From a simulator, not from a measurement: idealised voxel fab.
Herein follows the process module entitled voxel trench capacitor.
Cross-section cut spans 255 nm and uses square cells 5 nm in size.
In what follows, cross-sections appear as grids of square cells, described through bands that run from the top down, where every band is one or more rows of cells. Heads up on the band format: heights come first, top then bottom, in nm. After that it's the materials left to right, each with its width in nm. A single material flagged "everywhere" fills the whole band edge to edge, and "empty" means there's empty space there. Heads up on the height convention: 0 is the point under which the incoming wafer is all one material, and the lowest band has no bottom, it just keeps going down, like "0 down". The two numbers in a width such as "30->40" mark its ends across the band: the first belongs to the top row of cells, the second to the bottom row, and from each row to the next the width moves by the same amount. Take "no alterations made" at face value: in the step it is given for, the cross-section changed in none of its cells. "Voids, sealed": sealed empty spaces, 8 cells or more, no open way to top, listed width x height at distance, with distance from the left edge and width, height and distance in nm. That trailing text on a step's line, after the settings, is the simulator's own remark on the step. You can add "overlay nm" to a step's line. For a step with a mask, it describes how far the mask lay to the right of its planned position, and a negative number describes a lay to the left.

Steps in the process plan
1,RECEIVE [material Si]
2,CONFORMAL_DEP [material SiN] [thk nm 5]
3,PATTERN [tone open] [mask id TRENCH] [material resist] [width nm 25] [pitch nm 40] [thk nm 20] [overlay nm 0]
4,DIRECTIONAL_ETCH [etch materials SiN] [depth nm 5]
5,DIRECTIONAL_ETCH [etch materials Si] [depth nm 30]
6,STRIP [etch materials resist]
7,CONFORMAL_DEP [material HfO2] [thk nm 5]
8,CONFORMAL_DEP [material TiN] [thk nm 5]
9,FILL_DEP [material W] [thk nm 5]
10,CMP [height nm 5]

Wafer as received: cross-section following step 1
* 0 down  Si everywhere
* Voids, sealed: none

As-planned run: cross-section of the first of two wafers at end of module
* 5 to 0  SiN=95, HfO2=5, TiN=5, W=5, TiN=5, HfO2=5, SiN=15, HfO2=5, TiN=5, W=5, TiN=5, HfO2=5, SiN=95
* 0 to -20  Si=95, HfO2=5, TiN=5, W=5, TiN=5, HfO2=5, Si=15, HfO2=5, TiN=5, W=5, TiN=5, HfO2=5, Si=95
* -20 to -25  Si=95, HfO2=5, TiN=15, HfO2=5, Si=15, HfO2=5, TiN=15, HfO2=5, Si=95
* -25 to -30  Si=95, HfO2=25, Si=15, HfO2=25, Si=95
* -30 down  Si everywhere
* Voids, sealed: none

Cross-section, second wafer: same start as the first, same plan as the first, one mistake in running it; taken at the end of the module
* 5 to 0  SiN=95, TiN=5, HfO2=5, W=5, HfO2=5, TiN=5, SiN=15, TiN=5, HfO2=5, W=5, HfO2=5, TiN=5, SiN=95
* 0 to -20  Si=95, TiN=5, HfO2=5, W=5, HfO2=5, TiN=5, Si=15, TiN=5, HfO2=5, W=5, HfO2=5, TiN=5, Si=95
* -20 to -25  Si=95, TiN=5, HfO2=15, TiN=5, Si=15, TiN=5, HfO2=15, TiN=5, Si=95
* -25 to -30  Si=95, TiN=25, Si=15, TiN=25, Si=95
* -30 down  Si everywhere
* Voids, sealed: none
Which mistake was made when the wafer was run? steps 7 and 8 run out of order (swapped)
Upon completion, the second wafer contains, in terms of cells, a greater or smaller amount of certain materials than the first wafer: HfO2 -8 | TiN +8
